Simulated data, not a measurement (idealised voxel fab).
The process module that follows is named voxel fin reveal.
Pictured: cross-section cut, 295 nm wide, on a grid of 5 nm square cells.
This document writes a cross-section as a grid whose cells are square, and gives it as bands, listed from the top down; one or more rows of cells form a band. Band entry format. Leading values: height of top, height of bottom, nm. Remainder: materials in left-to-right order, each with its width in nm. Special words: "everywhere" on a single material, which then fills the band edge to edge; "empty", empty space. Zero point of the height axis is 0; under it, received wafer = one material. Lowest band: continues down indefinitely, "0 down". Think of "30->40" as a width that walks from the first number to the second as you go down the band, top row to bottom row, taking equal-sized steps from row to row. Basically "remained the same" means that step didn't change any cell in the cross-section. Under "Non-vented voids" you'll find the enclosed gaps, the ones with no way out to the top, that are 8 cells or bigger; each reads width x height at distance, with distance counted from the left edge, everything in nm. Past the settings on a step's line: simulator remark, on that step. overlay nm: how far to the right of its planned place the mask lay on this masked step (negative: to the left).

# Below is the list of planned process steps
- 1: RECEIVE with material Si
- 2: CONFORMAL_DEP with material SiN, thk nm 10
- 3: PATTERN with tone cover, mask id FINS, material resist, width nm 15, pitch nm 40, thk nm 20, overlay nm 0
- 4: DIRECTIONAL_ETCH with etch materials SiN, depth nm 10
- 5: DIRECTIONAL_ETCH with etch materials Si, depth nm 30
- 6: STRIP with etch materials resist
- 7: FILL_DEP with material SiO2, thk nm 5
- 8: CMP with height nm 10
- 9: SELECTIVE_ETCH with etch materials SiO2, depth nm 25
- 10: STRIP with etch materials SiN
- 11: CONFORMAL_DEP with material SiO2, thk nm 5

# Incoming wafer in cross-section (state: after step 1)
0 down = Si everywhere
Non-vented voids: none

# The first of the two wafers as seen in cross-section once the module was finished; processing followed the plan
5 to 0 = empty (95), SiO2 (25), empty (15), SiO2 (25), empty (15), SiO2 (25), empty (95)
0 to -10 = empty (95), SiO2 (5), Si (15), SiO2 (5), empty (15), SiO2 (5), Si (15), SiO2 (5), empty (15), SiO2 (5), Si (15), SiO2 (5), empty (95)
-10 to -30 = SiO2 (100), Si (15), SiO2 (25), Si (15), SiO2 (25), Si (15), SiO2 (100)
-30 down = Si everywhere
Non-vented voids: none

# Cross-section of the latter of the two wafers at module completion. It had an identical start and an identical plan to the former; in running it, one mistake was made
15 to 10 = empty (95), SiO2 (25), empty (15), SiO2 (25), empty (15), SiO2 (25), empty (95)
10 to 0 = empty (95), SiO2 (5), SiN (15), SiO2 (5), empty (15), SiO2 (5), SiN (15), SiO2 (5), empty (15), SiO2 (5), SiN (15), SiO2 (5), empty (95)
0 to -25 = empty (95), SiO2 (5), Si (15), SiO2 (5), empty (15), SiO2 (5), Si (15), SiO2 (5), empty (15), SiO2 (5), Si (15), SiO2 (5), empty (95)
-25 to -30 = SiO2 (100), Si (15), SiO2 (25), Si (15), SiO2 (25), Si (15), SiO2 (100)
-30 down = Si everywhere
Non-vented voids: none
Here's what went sideways: step 10 was not run as planned; what actually ran was STRIP with etch materials SiO2
The closing comparison, in cells, has the second wafer with more or fewer of some materials than the first: 18 more of SiN, 120 fewer of SiO2
